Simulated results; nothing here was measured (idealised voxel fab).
process module | voxel double patterning
cross-section cut | 160 nm wide | cells 5 nm
A cross-section is a grid of square cells, given in bands from the top down. A band is one or more rows of cells.
Each band's line starts with the height of the band's top and of its bottom, in nm. Then come its materials from left to right, each with its width in nm. One material with "throughout" fills the band from edge to edge. "air" is empty space.
Height 0 is the level under which the wafer as received is all one material. The lowest band goes on downwards, as in "0 down".
A width such as "30 to 40" changes by the same amount from each row of cells to the next, from the band's top row to its bottom row.
"no change" after a step means that no cell of the cross-section changed.
closed voids: empty space of 8 cells or more with no open way to the top, each as width x height at its distance from the left edge, in nm
after a step's settings: what the simulator itself notes on the step
overlay nm, on a step with a mask: how far to the right of its planned place the mask lay; to the left if negative
plan
1 op RECEIVE | material Si
2 op CONFORMAL_DEP | material SiO2 | thk nm 5
3 op DIRECTIONAL_DEP | material TiN | thk nm 10
4 op DIRECTIONAL_DEP | material SiCN | thk nm 5
5 op PATTERN | tone open | mask id FIRST | material resist | width nm 15 | pitch nm 50 | thk nm 20 | overlay nm 0
6 op DIRECTIONAL_ETCH | etch materials SiCN | depth nm 5
7 op STRIP | etch materials resist
8 op PATTERN | tone open | mask id SECOND | material resist | width nm 15 | thk nm 20 | overlay nm 0
9 op DIRECTIONAL_ETCH | etch materials SiCN | depth nm 5
10 op STRIP | etch materials resist
11 op DIRECTIONAL_ETCH | etch materials TiN | depth nm 10
12 op STRIP | etch materials SiCN
as received, after step 1
  0 down: Si throughout
  closed voids: none
a wafer at the end: this start, this plan, one mistake
  20 to 10: TiN 45 | air 15 | TiN 10 | air 15 | TiN 10 | air 15 | TiN 50
  10 to 5: TiN throughout
  5 to 0: SiO2 throughout
  0 down: Si throughout
  closed voids: none
what went wrong: step 3 ran as: op DIRECTIONAL_DEP | material TiN | thk nm 15
